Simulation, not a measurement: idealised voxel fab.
The process module that follows is named voxel double patterning.
Xsec cut, 225 nm wide, square cell size 5 nm.
A cross-section is written here as square cells arranged in a grid, and it is given in bands from the top down, each band taking up one or more rows of cells. For a band, the entry starts with two heights in nm, that of the top and then that of the bottom, and carries on with the band's materials in order from left to right, each alongside its width in nm; the word "throughout" beside a single material means it fills the band edge to edge, and "blank" means empty space. Height 0 is the level under which the wafer as received is all one material. The lowest band goes on downwards, as in "from 0 down". The expression "30 to 40" gives the width at the extremes of the band, the first number at its top row of cells and the second at its bottom row, with the width changing by equal amounts from each row to the next in between. "stayed the same", as given for a step, is the statement that not any cell of the cross-section underwent a change during that step. Reported under the label "Sealed void list" are the empty spaces having no open way to the top and comprising 8 cells or more; the notation for each is width x height at distance, in which the distance is measured from the left edge and all three values are in nm. Step line, after settings: the simulator's comment on this step. When a step includes a mask, the "overlay nm" setting on its line states how far to the right of its planned place that mask lay, and negative values state how far to the left.
So here's the lineup of process steps we planned:
- 1: RECEIVE: material Si
- 2: CONFORMAL_DEP: material SiN, thk nm 5
- 3: DIRECTIONAL_DEP: material SiO2, thk nm 15
- 4: DIRECTIONAL_DEP: material SiCN, thk nm 10
- 5: PATTERN: tone open, mask id FIRST, material resist, width nm 15, pitch nm 50, thk nm 15, overlay nm 0
- 6: DIRECTIONAL_ETCH: etch materials SiCN, depth nm 10
- 7: STRIP: etch materials resist
- 8: MASKED_ETCH: tone open, mask id SECOND, width nm 15, pitch nm 50, etch materials SiCN, depth nm 10, overlay nm 0
- 9: DIRECTIONAL_ETCH: etch materials SiO2, depth nm 15
- 10: STRIP: etch materials SiCN
Here's what the wafer looked like in cross-section when it arrived - that's after step 1:
> from 0 down: Si throughout
> Sealed void list: none
First of two wafers: cross-section at end of module, run per plan:
> from 20 to 5: SiO2=55 | blank=15 | SiO2=10 | blank=15 | SiO2=10 | blank=15 | SiO2=10 | blank=15 | SiO2=10 | blank=15 | SiO2=55
> from 5 to 0: SiN throughout
> from 0 down: Si throughout
> Sealed void list: none
Cross-sectional image of the second wafer of the two following completion of the module. Starting state and process plan were the same as for the first wafer; one execution error occurred:
> from 20 to 5: SiO2=55 | blank=20 | SiO2=5 | blank=15 | SiO2=10 | blank=20 | SiO2=5 | blank=15 | SiO2=10 | blank=20 | SiO2=50
> from 5 to 0: SiN throughout
> from 0 down: Si throughout
> Sealed void list: none
Diagnosis: contrary to plan, step 5 was performed as PATTERN: tone open, mask id FIRST, material resist, width nm 20, pitch nm 50, thk nm 15, overlay nm 0
End of process, cell counts, second wafer against first, materials with more or fewer: SiO2 -9
